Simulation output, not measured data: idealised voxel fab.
You're looking at the process module voxel self aligned vias.
The width of the displayed cross-section, cut, is 175 nm; its cells are square, with a size of 5 nm.
The cross-sections in this document take the form of a grid made of square cells. They are written out as bands, in order from top to bottom. Each band consists of one or more rows of cells. For a band, the entry starts with two heights in nm, that of the top and then that of the bottom, and carries on with the band's materials in order from left to right, each alongside its width in nm; the word "all across" beside a single material means it fills the band edge to edge, and "air" means empty space. Height reference: 0 = level under which incoming wafer is all one material. Lowest band: no bottom, runs on downward, e.g. "0 down". Note: "30 to 40" means the width goes from the first number (top row of the band) to the second number (bottom row) in equal steps per row of cells. The cross-section has no changed cell in any step marked "stayed the same". Voids not open to the top, 8 cells minimum: see "Closed void listing". Written width x height at distance; distance is from the left edge; nm. Where a step's line continues beyond its settings, the continuation is a remark by the simulator itself on that step. What "overlay nm" on a step's line means: if the step has a mask, that mask lay this far to the right of its planned place, or, when the value is negative, to the left.

### Steps planned for the process
1 RECEIVE [material Si]
2 CONFORMAL_DEP [material SiO2] [thk nm 10]
3 CONFORMAL_DEP [material SiCN] [thk nm 5]
4 DIRECTIONAL_DEP [material lowk] [thk nm 25]
5 MASKED_ETCH [tone open] [mask id LINES] [width nm 30] [pitch nm 75] [etch materials lowk] [depth nm 25] [overlay nm 0]
6 CONFORMAL_DEP [material TiN] [thk nm 5]
7 FILL_DEP [material Ru] [thk nm 10]
8 CMP [height nm 40]
9 SELECTIVE_ETCH [etch materials W Ru TiN] [depth nm 10]
10 FILL_DEP [material SiN] [thk nm 10]
11 CMP [height nm 40]
12 DIRECTIONAL_DEP [material lowk] [thk nm 20]
13 MASKED_ETCH [tone open] [mask id VIAS] [width nm 50] [etch materials lowk] [depth nm 20] [overlay nm 0]
14 MASKED_ETCH [tone open] [mask id VIAS] [width nm 50] [etch materials SiN] [depth nm 10] [overlay nm 0]
15 CONFORMAL_DEP [material TiN] [thk nm 5]
16 FILL_DEP [material Cu] [thk nm 5]
17 CMP [height nm 60]
18 CONFORMAL_DEP [material SiN] [thk nm 5]

### Cross-sectional view of the wafer in its as-received condition, corresponding to the state after step 1
> 0 down: Si all across
> Closed void listing: none

### Wafer at module end, in section. Began as above, planned as above, run with one mistake
> 65 to 60: SiN all across
> 60 to 45: lowk (25) | TiN (5) | Cu (40) | TiN (5) | lowk (100)
> 45 to 40: lowk (25) | TiN (50) | lowk (100)
> 40 to 30: lowk all across
> 30 to 20: lowk (35) | TiN (5) | Ru (20) | TiN (5) | lowk (45) | TiN (5) | Ru (20) | TiN (5) | lowk (35)
> 20 to 15: lowk (35) | TiN (30) | lowk (45) | TiN (30) | lowk (35)
> 15 to 10: SiCN all across
> 10 to 0: SiO2 all across
> 0 down: Si all across
> Closed void listing: none
The mistake made against the process plan was this: planned and actual differ for step 10; actual: FILL_DEP [material lowk] [thk nm 10]
